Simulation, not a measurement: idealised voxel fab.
process module | voxel air gaps
cross-section cut | 240 nm wide | cells 5 nm
A cross-section is a grid of square cells, given in bands from the top down. A band is one or more rows of cells.
Each band's line starts with the height of the band's top and of its bottom, in nm. Then come its materials from left to right, each with its width in nm. One material with "throughout" fills the band from edge to edge. "air" is empty space.
Height 0 is the level under which the wafer as received is all one material. The lowest band goes on downwards, as in "0 down".
A width such as "30 to 40" changes by the same amount from each row of cells to the next, from the band's top row to its bottom row.
"no change" after a step means that no cell of the cross-section changed.
closed voids: empty space of 8 cells or more with no open way to the top, each as width x height at its distance from the left edge, in nm
after a step's settings: what the simulator itself notes on the step
overlay nm, on a step with a mask: how far to the right of its planned place the mask lay; to the left if negative
plan
1 op RECEIVE | material Si
2 op CONFORMAL_DEP | material SiO2 | thk nm 10
3 op CONFORMAL_DEP | material SiCN | thk nm 5
4 op DIRECTIONAL_DEP | material lowk | thk nm 35
5 op DIRECTIONAL_DEP | material aC | thk nm 15
6 op PATTERN | tone open | mask id LINES | material resist | width nm 15 | pitch nm 50 | thk nm 35 | overlay nm 0
7 op DIRECTIONAL_ETCH | etch materials aC | depth nm 15
8 op STRIP | etch materials resist
9 op DIRECTIONAL_ETCH | etch materials lowk | depth nm 35
10 op STRIP | etch materials aC
11 op CONFORMAL_DEP | material TiN | thk nm 5
12 op FILL_DEP | material Cu | thk nm 10
13 op CMP | height nm 50
14 op EPI | material Ru | thk nm 10
15 op SELECTIVE_ETCH | etch materials lowk | depth nm 45
16 op CONFORMAL_DEP | material SiCN | thk nm 5
varied across the wafers: width nm of step 6. The plan shows the first wafer's value. All wafers start alike
first wafer as received, after step 1
  0 down: Si throughout
  closed voids: none
each wafer at the end: cells of each material gained (+) or lost (-) since it was received, then its closed voids
width nm 15 | +24 Cu | +56 Ru | +200 SiCN | +96 SiO2 | +60 TiN | closed voids: none
width nm 20 | +48 Cu | +64 Ru | +200 SiCN | +96 SiO2 | +64 TiN | closed voids: 20 x 25 at 60; 20 x 25 at 110; 20 x 25 at 160
width nm 25 | +72 Cu | +72 Ru | +188 SiCN | +96 SiO2 | +68 TiN | closed voids: 15 x 25 at 60; 15 x 25 at 110; 15 x 25 at 160
width nm 30 | +96 Cu | +80 Ru | +122 SiCN | +96 SiO2 | +72 TiN | +84 lowk | closed voids: none
width nm 35 | +120 Cu | +82 Ru | +122 SiCN | +96 SiO2 | +76 TiN | +63 lowk | closed voids: none
